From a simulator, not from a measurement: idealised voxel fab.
Herein follows the process module entitled voxel double patterning.
Section shown: cut. Width: 225 nm. Cell size: 5 nm, square.
Reading order for cross-sections: top band down to bottom band. Underlying form: a grid of square cells. Band size: one or more rows of cells. Top, bottom (nm), then materials left to right with widths (nm); lone material tagged "throughout" fills the whole band edge to edge; "empty" = empty space. Convention: height 0 is the level below which the wafer, as received, is all one material. The lowest band does not terminate at the bottom but continues downward, represented as "top 0, no bottom". So if you see something like "30..40" for the width, read it as the top row of the band sitting at the first number and the bottom row at the second, with every row in between moving by the same amount as the last. Key: "remained the same" - step with no changed cell in the cross-section. This entry, "Sealed void listing", enumerates those empty regions of no fewer than 8 cells that possess no open connection to the top. Each region is reported in the form width x height at distance, the distance being taken from the left edge, with all three quantities expressed in nm. Heads up: the bit after the settings on a step's line is the simulator's remark on that step. overlay nm: how far to the right of its planned place the mask lay on this masked step (negative: to the left).

## The process steps that were planned are listed below
1,RECEIVE with material Si
2,CONFORMAL_DEP with material SiO2, thk nm 5
3,DIRECTIONAL_DEP with material W, thk nm 20
4,DIRECTIONAL_DEP with material SiCN, thk nm 10
5,DIRECTIONAL_DEP with material aC, thk nm 15
6,PATTERN with tone open, mask id FIRST, material resist, width nm 15, pitch nm 50, thk nm 35, overlay nm 0
7,DIRECTIONAL_ETCH with etch materials aC, depth nm 15
8,STRIP with etch materials resist
9,DIRECTIONAL_ETCH with etch materials SiCN, depth nm 10
10,STRIP with etch materials aC
11,DIRECTIONAL_DEP with material aC, thk nm 10
12,PATTERN with tone open, mask id SECOND, material resist, width nm 15, thk nm 25, overlay nm -15
13,DIRECTIONAL_ETCH with etch materials aC, depth nm 10
14,STRIP with etch materials resist
15,DIRECTIONAL_ETCH with etch materials SiCN, depth nm 10
16,STRIP with etch materials aC
17,DIRECTIONAL_ETCH with etch materials W, depth nm 20
18,STRIP with etch materials SiCN
Where the wafers of this document differ is in the overlay nm of step 12; they start out the same, and the plan states the value that applied to the first wafer.

## The as-received cross-section of the first of several wafers corresponds to the state after step 1
top 0, no bottom  Si throughout
Sealed void listing: none

## Here is the cross-section of the first of several wafers at the end of the module, after its last step, step 18
top 25, bottom 5  W (80); empty (25); W (25); empty (15); W (80)
top 5, bottom 0  SiO2 throughout
top 0, no bottom  Si throughout
Sealed void listing: none

## End of module: cross-section, last of several wafers
top 25, bottom 5  W (80); empty (15); W (25); empty (25); W (80)
top 5, bottom 0  SiO2 throughout
top 0, no bottom  Si throughout
Sealed void listing: none

## Quick key for the table: a row per wafer, taken at the end of the module. For each material it tells you how many cells the wafer gained (+) or lost (-) since it came in, and the closed voids come after
overlay nm -15; +45 SiO2; +148 W; Sealed void listing: none
overlay nm -10; +45 SiO2; +144 W; Sealed void listing: none
overlay nm -5; +45 SiO2; +144 W; Sealed void listing: none
overlay nm 0; +45 SiO2; +144 W; Sealed void listing: none
overlay nm 5; +45 SiO2; +144 W; Sealed void listing: none
overlay nm 10; +45 SiO2; +144 W; Sealed void listing: none
overlay nm 15; +45 SiO2; +148 W; Sealed void listing: none
